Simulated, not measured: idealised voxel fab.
This is a process module. Its name is voxel tone inversion.
Cross-section cut spans 230 nm and uses square cells 5 nm in size.
Cross-section format: a grid of square cells, given as bands from top to bottom; each band is one or more rows of cells. In this notation a band is specified by the heights of its top and bottom, in that order and in nm, after which its materials appear from left to right, each paired with its width in nm. The word "edge to edge" attached to a single material means that material fills the band from edge to edge; the word "air" stands for empty space. Counting heights begins at 0, where everything beneath is, in the wafer as received, one material. The lowest band has no bottom; it goes on downwards, as "0 and below" shows. When a width is written as two numbers, as in "30 to 40", the first number is the width in the top row of cells of the band and the second is the width in its bottom row, and the width changes by the same amount from each row to the next. "no modification", as given for a step, is the statement that not any cell of the cross-section underwent a change during that step. Enclosed internal voids: empty space of 8 cells or more with no open way to the top, each as width x height at its distance from the left edge, in nm. after a step's settings: what the simulator itself notes on the step. On any step carrying a mask, the "overlay nm" setting, if present on the step's line, tells how far right of its planned place the mask lay; negative values point to the left.

**Process steps (planned)**
| 1 | RECEIVE (material Si) |
| 2 | CONFORMAL_DEP (material SiCN; thk nm 5) |
| 3 | DIRECTIONAL_DEP (material polySi; thk nm 25) |
| 4 | PATTERN (tone cover; mask id POSTS; material resist; width nm 25; pitch nm 50; thk nm 35; overlay nm 0) |
| 5 | DIRECTIONAL_ETCH (etch materials polySi; depth nm 25) |
| 6 | STRIP (etch materials resist) |
| 7 | FILL_DEP (material lowk; thk nm 5) |
| 8 | CMP (height nm 30) |
| 9 | STRIP (etch materials polySi) |

**First of the two wafers, run per plan**

**Cross-section, incoming material, after step 1**
0 and below | Si edge to edge
Enclosed internal voids: none

**Take a look at the wafer's cross-section after step 2**
5 down to 0 | SiCN edge to edge
below 0: unchanged

**Take a look at the wafer's cross-section after step 3**
30 down to 5 | polySi edge to edge
below 5: unchanged

**Take a look at the wafer's cross-section after step 4**
65 down to 30 | air (50); resist (25); air (25); resist (25); air (25); resist (25); air (55)
below 30: unchanged

**Take a look at the wafer's cross-section after step 5**
65 down to 30 | air (50); resist (25); air (25); resist (25); air (25); resist (25); air (55)
30 down to 5 | air (50); polySi (25); air (25); polySi (25); air (25); polySi (25); air (55)
below 5: unchanged

**Take a look at the wafer's cross-section after step 6**
30 down to 5 | air (50); polySi (25); air (25); polySi (25); air (25); polySi (25); air (55)
below 5: unchanged

**Take a look at the wafer's cross-section after step 7**
35 down to 30 | lowk edge to edge
30 down to 5 | lowk (50); polySi (25); lowk (25); polySi (25); lowk (25); polySi (25); lowk (55)
below 5: unchanged

**Take a look at the wafer's cross-section after step 8**
30 down to 5 | lowk (50); polySi (25); lowk (25); polySi (25); lowk (25); polySi (25); lowk (55)
below 5: unchanged

**Take a look at the wafer's cross-section after step 9**
30 down to 5 | lowk (50); air (25); lowk (25); air (25); lowk (25); air (25); lowk (55)
below 5: unchanged

**Notes, second wafer: start = first wafer's, plan = first wafer's, execution had one mistake; history identical to first through step 3**

**X-section, second wafer, when step 4 was due to finish**
65 down to 30 | air (55); resist (20); air (30); resist (20); air (30); resist (20); air (55)
below 30: unchanged

**X-section, second wafer, when step 5 was due to finish**
65 down to 30 | air (55); resist (20); air (30); resist (20); air (30); resist (20); air (55)
30 down to 5 | air (55); polySi (20); air (30); polySi (20); air (30); polySi (20); air (55)
below 5: unchanged

**X-section, second wafer, when step 6 was due to finish**
30 down to 5 | air (55); polySi (20); air (30); polySi (20); air (30); polySi (20); air (55)
below 5: unchanged

**X-section, second wafer, when step 7 was due to finish**
35 down to 30 | lowk edge to edge
30 down to 5 | lowk (55); polySi (20); lowk (30); polySi (20); lowk (30); polySi (20); lowk (55)
below 5: unchanged

**X-section, second wafer, when step 8 was due to finish**
30 down to 5 | lowk (55); polySi (20); lowk (30); polySi (20); lowk (30); polySi (20); lowk (55)
below 5: unchanged

**X-section, second wafer, when step 9 was due to finish**
30 down to 5 | lowk (55); air (20); lowk (30); air (20); lowk (30); air (20); lowk (55)
below 5: unchanged
Nonconformance to the process plan: rather than as planned, step 4 actually ran as PATTERN (tone cover; mask id POSTS; material resist; width nm 20; pitch nm 50; thk nm 35; overlay nm 0)
Cell-count delta at end, second wafer over first, by material: 15 more of lowk
